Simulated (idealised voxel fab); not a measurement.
You're looking at the process module voxel trench capacitor.
Cross-section cut: width 280 nm, square cells of 5 nm.
In this document a cross-section is written as a grid of square cells. It is given as a series of bands, listed from the top down, and a band is one or more rows of cells.
Heights first: top, then bottom, in nm. Then materials, left to right, each with a width in nm. "all across" on a single material: fills the band edge to edge. "empty": empty space.
Heights are reckoned from 0. Under this level, the received wafer is all of one material. The bottommost band is open-ended downward, for example "0 -> down".
The expression "30->40" gives the width at the extremes of the band, the first number at its top row of cells and the second at its bottom row, with the width changing by equal amounts from each row to the next in between.
Reading "no change" for a step: not a cell of the cross-section changed in it.
"Sealed-off cavities" - sealed voids, min. 8 cells, no opening to top; format: width x height at distance (distance from left edge; nm throughout).
Note: text after step settings on the step line = simulator remark on that step.
The setting "overlay nm" may be written on the line of a step. When the step uses a mask, the value reports how far to the right of the planned place the mask lay, and a negative value reports that it lay to the left.

-- The steps planned for the process are as follows
| 1 | RECEIVE, material Si |
| 2 | CONFORMAL_DEP, material SiN, thk nm 10 |
| 3 | MASKED_ETCH, tone open, mask id TRENCH, width nm 20, pitch nm 40, etch materials SiN, depth nm 10, overlay nm 0 |
| 4 | MASKED_ETCH, tone open, mask id TRENCH, width nm 20, pitch nm 40, etch materials Si, depth nm 40, overlay nm 0 |
| 5 | CONFORMAL_DEP, material SiO2, thk nm 5 |
| 6 | FILL_DEP, material polySi, thk nm 10 |
| 7 | CMP, height nm 10 |

-- First wafer out of two, processed as planned

-- Here's what the wafer looked like in cross-section when it arrived - that's after step 1
0 -> down | Si all across
Sealed-off cavities: none

-- The following cross-section depicts the wafer upon completion of step 2
10 -> 0 | SiN all across
Below a height of 0, the structure has not been altered.

-- The following cross-section depicts the wafer upon completion of step 3
10 -> 0 | SiN (90) | empty (20) | SiN (20) | empty (20) | SiN (20) | empty (20) | SiN (90)
Below a height of 0, the structure has not been altered.

-- The following cross-section depicts the wafer upon completion of step 4
10 -> 0 | SiN (90) | empty (20) | SiN (20) | empty (20) | SiN (20) | empty (20) | SiN (90)
0 -> -40 | Si (90) | empty (20) | Si (20) | empty (20) | Si (20) | empty (20) | Si (90)
Below a height of -40, the structure has not been altered.

-- The following cross-section depicts the wafer upon completion of step 5
15 -> 10 | SiO2 (95) | empty (10) | SiO2 (30) | empty (10) | SiO2 (30) | empty (10) | SiO2 (95)
10 -> 0 | SiN (90) | SiO2 (5) | empty (10) | SiO2 (5) | SiN (20) | SiO2 (5) | empty (10) | SiO2 (5) | SiN (20) | SiO2 (5) | empty (10) | SiO2 (5) | SiN (90)
0 -> -35 | Si (90) | SiO2 (5) | empty (10) | SiO2 (5) | Si (20) | SiO2 (5) | empty (10) | SiO2 (5) | Si (20) | SiO2 (5) | empty (10) | SiO2 (5) | Si (90)
-35 -> -40 | Si (90) | SiO2 (20) | Si (20) | SiO2 (20) | Si (20) | SiO2 (20) | Si (90)
Below a height of -40, the structure has not been altered.

-- The following cross-section depicts the wafer upon completion of step 6
25 -> 15 | polySi all across
15 -> 10 | SiO2 (95) | polySi (10) | SiO2 (30) | polySi (10) | SiO2 (30) | polySi (10) | SiO2 (95)
10 -> 0 | SiN (90) | SiO2 (5) | polySi (10) | SiO2 (5) | SiN (20) | SiO2 (5) | polySi (10) | SiO2 (5) | SiN (20) | SiO2 (5) | polySi (10) | SiO2 (5) | SiN (90)
0 -> -35 | Si (90) | SiO2 (5) | polySi (10) | SiO2 (5) | Si (20) | SiO2 (5) | polySi (10) | SiO2 (5) | Si (20) | SiO2 (5) | polySi (10) | SiO2 (5) | Si (90)
Below a height of -35, the structure has not been altered.

-- The following cross-section depicts the wafer upon completion of step 7
10 -> 0 | SiN (90) | SiO2 (5) | polySi (10) | SiO2 (5) | SiN (20) | SiO2 (5) | polySi (10) | SiO2 (5) | SiN (20) | SiO2 (5) | polySi (10) | SiO2 (5) | SiN (90)
Below a height of 0, the structure has not been altered.

-- Wafer two. Identical start, identical plan. One mistake in execution. Identical history through step 2

-- when step 3 should have ended
10 -> 0 | SiN (85) | empty (20) | SiN (20) | empty (20) | SiN (20) | empty (20) | SiN (95)
Below a height of 0, the structure has not been altered.

-- when step 4 should have ended
10 -> 0 | SiN (85) | empty (20) | SiN (20) | empty (20) | SiN (20) | empty (20) | SiN (95)
0 -> -40 | Si (90) | empty (15) | Si (25) | empty (15) | Si (25) | empty (15) | Si (95)
Below a height of -40, the structure has not been altered.

-- when step 5 should have ended
15 -> 10 | SiO2 (90) | empty (10) | SiO2 (30) | empty (10) | SiO2 (30) | empty (10) | SiO2 (100)
10 -> 0 | SiN (85) | SiO2 (5->10) | empty (10->5) | SiO2 (5) | SiN (20) | SiO2 (5->10) | empty (10->5) | SiO2 (5) | SiN (20) | SiO2 (5->10) | empty (10->5) | SiO2 (5) | SiN (95)
0 -> -35 | Si (90) | SiO2 (5) | empty (5) | SiO2 (5) | Si (25) | SiO2 (5) | empty (5) | SiO2 (5) | Si (25) | SiO2 (5) | empty (5) | SiO2 (5) | Si (95)
-35 -> -40 | Si (90) | SiO2 (15) | Si (25) | SiO2 (15) | Si (25) | SiO2 (15) | Si (95)
Below a height of -40, the structure has not been altered.

-- when step 6 should have ended
25 -> 15 | polySi all across
15 -> 10 | SiO2 (90) | polySi (10) | SiO2 (30) | polySi (10) | SiO2 (30) | polySi (10) | SiO2 (100)
10 -> 0 | SiN (85) | SiO2 (5->10) | polySi (10->5) | SiO2 (5) | SiN (20) | SiO2 (5->10) | polySi (10->5) | SiO2 (5) | SiN (20) | SiO2 (5->10) | polySi (10->5) | SiO2 (5) | SiN (95)
0 -> -35 | Si (90) | SiO2 (5) | polySi (5) | SiO2 (5) | Si (25) | SiO2 (5) | polySi (5) | SiO2 (5) | Si (25) | SiO2 (5) | polySi (5) | SiO2 (5) | Si (95)
Below a height of -35, the structure has not been altered.

-- when step 7 should have ended
10 -> 0 | SiN (85) | SiO2 (5->10) | polySi (10->5) | SiO2 (5) | SiN (20) | SiO2 (5->10) | polySi (10->5) | SiO2 (5) | SiN (20) | SiO2 (5->10) | polySi (10->5) | SiO2 (5) | SiN (95)
Below a height of 0, the structure has not been altered.
Run error: step 3 went in with a setting other than planned; the actual run was MASKED_ETCH, tone open, mask id TRENCH, width nm 20, pitch nm 40, etch materials SiN, depth nm 10, overlay nm -5
The final cell counts differ between the wafers, with the second having more or fewer of some materials than the first: +24 Si; -24 polySi
